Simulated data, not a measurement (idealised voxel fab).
This section sets out a process module, namely voxel gate over fins.
Square cell edge 5 nm, section width 230 nm, ID cut.
Square cells in a grid make up a cross-section in this document, and the grid is given as bands, listed from the top down, each one or more rows of cells.
Per band: top height and bottom height in nm, followed by the left-to-right materials and their widths in nm; "full width" marks a single material spanning edge to edge, "air" marks empty space.
Measure heights from 0. That's the level where, below it, the as-received wafer is all one material. The lowest band is bottomless and extends downward; write it as in "from 0 down".
So if you see something like "30 to 40" for the width, read it as the top row of the band sitting at the first number and the bottom row at the second, with every row in between moving by the same amount as the last.
Step note "nothing was modified" = no cross-section cell changed.
Closed empty spaces (no open way to the top) of 8 cells or more are what "Sealed internal cavities" lists, each as width x height at distance from the left edge, nm for all three.
Text after the settings on a step's line: the simulator's own remark on that step.
What "overlay nm" on a step's line means: if the step has a mask, that mask lay this far to the right of its planned place, or, when the value is negative, to the left.

# The steps planned for the process are as follows
step 1: RECEIVE with material Si
step 2: CONFORMAL_DEP with material SiN, thk nm 10
step 3: PATTERN with tone cover, mask id FINS, material resist, width nm 15, pitch nm 40, thk nm 15, overlay nm 0
step 4: DIRECTIONAL_ETCH with etch materials SiN, depth nm 10
step 5: DIRECTIONAL_ETCH with etch materials Si, depth nm 35
step 6: STRIP with etch materials resist
step 7: FILL_DEP with material SiO2, thk nm 5
step 8: CMP with height nm 10
step 9: SELECTIVE_ETCH with etch materials SiO2, depth nm 20
step 10: STRIP with etch materials SiN
step 11: CONFORMAL_DEP with material HfO2, thk nm 5
step 12: CONFORMAL_DEP with material TiN, thk nm 5
step 13: CONFORMAL_DEP with material TiAl, thk nm 5
step 14: CONFORMAL_DEP with material TiN, thk nm 5
step 15: FILL_DEP with material W, thk nm 15
step 16: CMP with height nm 30
step 17: CONFORMAL_DEP with material SiCN, thk nm 5

# This is the cross-section of the wafer as we received it, i.e. after step 1
    from 0 down  Si full width
    Sealed internal cavities: none

# Post-module cross-section of the first of two wafers (run per plan)
    from 35 to 30  SiCN full width
    from 30 to 20  W full width
    from 20 to 15  45 W, 135 TiN, 50 W
    from 15 to 10  45 W, 5 TiN, 125 TiAl, 5 TiN, 50 W
    from 10 to 5  50 TiN, 5 TiAl, 35 TiN, 5 TiAl, 35 TiN, 5 TiAl, 35 TiN, 5 TiAl, 55 TiN
    from 5 to 0  55 TiAl, 5 TiN, 25 HfO2, 5 TiN, 5 TiAl, 5 TiN, 25 HfO2, 5 TiN, 5 TiAl, 5 TiN, 25 HfO2, 5 TiN, 60 TiAl
    from 0 to -5  60 TiN, 5 HfO2, 15 Si, 5 HfO2, 15 TiN, 5 HfO2, 15 Si, 5 HfO2, 15 TiN, 5 HfO2, 15 Si, 5 HfO2, 65 TiN
    from -5 to -10  65 HfO2, 15 Si, 25 HfO2, 15 Si, 25 HfO2, 15 Si, 70 HfO2
    from -10 to -35  65 SiO2, 15 Si, 25 SiO2, 15 Si, 25 SiO2, 15 Si, 70 SiO2
    from -35 down  Si full width
    Sealed internal cavities: none

# Cross-section at end of module for the second wafer of two, which matched the first in starting point and plan and differed by one mistake in its processing
    from 35 to 30  SiCN full width
    from 30 to 25  35 W, 155 TiN, 40 W
    from 25 to 20  35 W, 5 TiN, 145 TiAl, 5 TiN, 40 W
    from 20 to 15  40 TiN, 145 TiAl, 45 TiN
    from 15 to 10  TiAl full width
    from 10 to 5  55 TiAl, 35 TiN, 5 TiAl, 35 TiN, 5 TiAl, 35 TiN, 60 TiAl
    from 5 to 0  55 TiAl, 5 TiN, 25 HfO2, 5 TiN, 5 TiAl, 5 TiN, 25 HfO2, 5 TiN, 5 TiAl, 5 TiN, 25 HfO2, 5 TiN, 60 TiAl
    from 0 to -5  60 TiN, 5 HfO2, 15 Si, 5 HfO2, 15 TiN, 5 HfO2, 15 Si, 5 HfO2, 15 TiN, 5 HfO2, 15 Si, 5 HfO2, 65 TiN
    from -5 to -10  65 HfO2, 15 Si, 25 HfO2, 15 Si, 25 HfO2, 15 Si, 70 HfO2
    from -10 to -35  65 SiO2, 15 Si, 25 SiO2, 15 Si, 25 SiO2, 15 Si, 70 SiO2
    from -35 down  Si full width
    Sealed internal cavities: none
So what did we get wrong on this run? step 13 was not run as planned; what actually ran was CONFORMAL_DEP with material TiAl, thk nm 15
Final difference in cells, second wafer against first, listed per material as more or fewer: 100 more of TiAl | 100 fewer of W
